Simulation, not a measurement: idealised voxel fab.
This section sets out a process module, namely voxel released beams.
Cross-sectional view cut (width: 205 nm; square cell size: 5 nm).
Bands, listed from the top down, are how a cross-section gets written in this document; the cross-section itself is a grid of square cells, and a band is one or more rows of them. Per band: top height and bottom height in nm, followed by the left-to-right materials and their widths in nm; "throughout" marks a single material spanning edge to edge, "empty" marks empty space. Heights are expressed relative to 0, this being the level below which the as-received wafer comprises one material exclusively. The lowest band is unbounded in the downward direction and is denoted as in "0 and below". It should be noted that a width expressed as "30 to 40" varies in equal increments from row to row of cells within the band, taking the value of the first number at the top row and that of the second number at the bottom row. Where a step carries "no change occurred", the cross-section came out of it unchanged, cell for cell. "Voids, sealed" contains a list of empty spaces, each no smaller than 8 cells and without an open way to the top, written in the form width x height at distance with the distance from the left edge and all three in nm. The remark found on a step's line after its settings is issued by the simulator itself and pertains to that step. Among the settings permitted on a step's line is "overlay nm"; applied to a step with a mask, it specifies the extent to which the mask lay to the right of its planned position, whereas a negative figure signifies a position to the left.

### Planned process steps
- 1: RECEIVE with material Si
- 2: CONFORMAL_DEP with material SiN, thk nm 5
- 3: DIRECTIONAL_DEP with material SiO2, thk nm 20
- 4: MASKED_ETCH with tone open, mask id ANCHOR, width nm 45, etch materials SiO2, depth nm 20, overlay nm 0
- 5: CONFORMAL_DEP with material W, thk nm 15
- 6: DIRECTIONAL_DEP with material aC, thk nm 15
- 7: PATTERN with tone cover, mask id BEAM, material resist, width nm 120, thk nm 35, overlay nm 0
- 8: DIRECTIONAL_ETCH with etch materials aC, depth nm 15
- 9: STRIP with etch materials resist
- 10: DIRECTIONAL_ETCH with etch materials W, depth nm 15
- 11: STRIP with etch materials aC
- 12: STRIP with etch materials SiO2

### The following pertains to the first of two wafers, which was processed as planned

### So this is the incoming wafer in cross-section - it's already been through step 1
- 0 and below: Si throughout
- Voids, sealed: none

### Once step 2 is through, the wafer looks like this in cross-section
- 5 down to 0: SiN throughout
- Below 0, no change.

### Once step 3 is through, the wafer looks like this in cross-section
- 25 down to 5: SiO2 throughout
- Below 5, no change.

### Once step 4 is through, the wafer looks like this in cross-section
- 25 down to 5: SiO2 (45) / empty (45) / SiO2 (115)
- Below 5, no change.

### Once step 5 is through, the wafer looks like this in cross-section
- 40 down to 25: W (60) / empty (15) / W (130)
- 25 down to 20: SiO2 (45) / W (15) / empty (15) / W (15) / SiO2 (115)
- 20 down to 5: SiO2 (45) / W (45) / SiO2 (115)
- Below 5, no change.

### Once step 6 is through, the wafer looks like this in cross-section
- 55 down to 40: aC (60) / empty (15) / aC (130)
- 40 down to 35: W (60) / empty (15) / W (130)
- 35 down to 25: W (60) / aC (15) / W (130)
- 25 down to 20: SiO2 (45) / W (15) / aC (15) / W (15) / SiO2 (115)
- Below 20, no change.

### Once step 7 is through, the wafer looks like this in cross-section
- 90 down to 55: empty (40) / resist (120) / empty (45)
- 55 down to 40: aC (60) / resist (15) / aC (130)
- 40 down to 35: W (60) / resist (15) / W (130)
- Below 35, no change.

### Once step 8 is through, the wafer looks like this in cross-section
- 75 down to 55: empty (40) / resist (120) / empty (45)
- 55 down to 40: empty (40) / aC (20) / resist (15) / aC (85) / empty (45)
- Below 40, no change.

### Once step 9 is through, the wafer looks like this in cross-section
- 55 down to 40: empty (40) / aC (20) / empty (15) / aC (85) / empty (45)
- 40 down to 35: W (60) / empty (15) / W (130)
- Below 35, no change.

### Once step 10 is through, the wafer looks like this in cross-section
- 55 down to 40: empty (40) / aC (20) / empty (15) / aC (85) / empty (45)
- 40 down to 35: empty (40) / W (20) / empty (15) / W (85) / empty (45)
- 35 down to 25: empty (40) / W (20) / aC (15) / W (85) / empty (45)
- Below 25, no change.

### Once step 11 is through, the wafer looks like this in cross-section
- 40 down to 25: empty (40) / W (20) / empty (15) / W (85) / empty (45)
- 25 down to 20: SiO2 (45) / W (15) / empty (15) / W (15) / SiO2 (115)
- Below 20, no change.

### Once step 12 is through, the wafer looks like this in cross-section
- 40 down to 25: empty (40) / W (20) / empty (15) / W (85) / empty (45)
- 25 down to 20: empty (45) / W (15) / empty (15) / W (15) / empty (115)
- 20 down to 5: empty (45) / W (45) / empty (115)
- Below 5, no change.

### It is to be noted that the second wafer proceeded from the same initial state and according to the same plan as the first, although one mistake was committed in its execution; through step 1, inclusive, the two wafers share an identical history

### At the planned end of step 2, the second wafer in cross-section
- 5 down to 0: W throughout
- Below 0, no change.

### At the planned end of step 3, the second wafer in cross-section
- 25 down to 5: SiO2 throughout
- Below 5, no change.

### At the planned end of step 4, the second wafer in cross-section
- 25 down to 5: SiO2 (45) / empty (45) / SiO2 (115)
- Below 5, no change.

### At the planned end of step 5, the second wafer in cross-section
- 40 down to 25: W (60) / empty (15) / W (130)
- 25 down to 20: SiO2 (45) / W (15) / empty (15) / W (15) / SiO2 (115)
- 20 down to 5: SiO2 (45) / W (45) / SiO2 (115)
- Below 5, no change.

### At the planned end of step 6, the second wafer in cross-section
- 55 down to 40: aC (60) / empty (15) / aC (130)
- 40 down to 35: W (60) / empty (15) / W (130)
- 35 down to 25: W (60) / aC (15) / W (130)
- 25 down to 20: SiO2 (45) / W (15) / aC (15) / W (15) / SiO2 (115)
- Below 20, no change.

### At the planned end of step 7, the second wafer in cross-section
- 90 down to 55: empty (40) / resist (120) / empty (45)
- 55 down to 40: aC (60) / resist (15) / aC (130)
- 40 down to 35: W (60) / resist (15) / W (130)
- Below 35, no change.

### At the planned end of step 8, the second wafer in cross-section
- 75 down to 55: empty (40) / resist (120) / empty (45)
- 55 down to 40: empty (40) / aC (20) / resist (15) / aC (85) / empty (45)
- Below 40, no change.

### At the planned end of step 9, the second wafer in cross-section
- 55 down to 40: empty (40) / aC (20) / empty (15) / aC (85) / empty (45)
- 40 down to 35: W (60) / empty (15) / W (130)
- Below 35, no change.

### At the planned end of step 10, the second wafer in cross-section
- 55 down to 40: empty (40) / aC (20) / empty (15) / aC (85) / empty (45)
- 40 down to 35: empty (40) / W (20) / empty (15) / W (85) / empty (45)
- 35 down to 25: empty (40) / W (20) / aC (15) / W (85) / empty (45)
- Below 25, no change.

### At the planned end of step 11, the second wafer in cross-section
- 40 down to 25: empty (40) / W (20) / empty (15) / W (85) / empty (45)
- 25 down to 20: SiO2 (45) / W (15) / empty (15) / W (15) / SiO2 (115)
- Below 20, no change.

### At the planned end of step 12, the second wafer in cross-section
- 40 down to 25: empty (40) / W (20) / empty (15) / W (85) / empty (45)
- 25 down to 20: empty (45) / W (15) / empty (15) / W (15) / empty (115)
- 20 down to 5: empty (45) / W (45) / empty (115)
- Below 5, no change.
Heads up, the wafer didn't run the way we planned it: step 2 ran as: CONFORMAL_DEP with material W, thk nm 5
The closing comparison, in cells, has the second wafer with more or fewer of some materials than the first: -41 SiN, +41 W
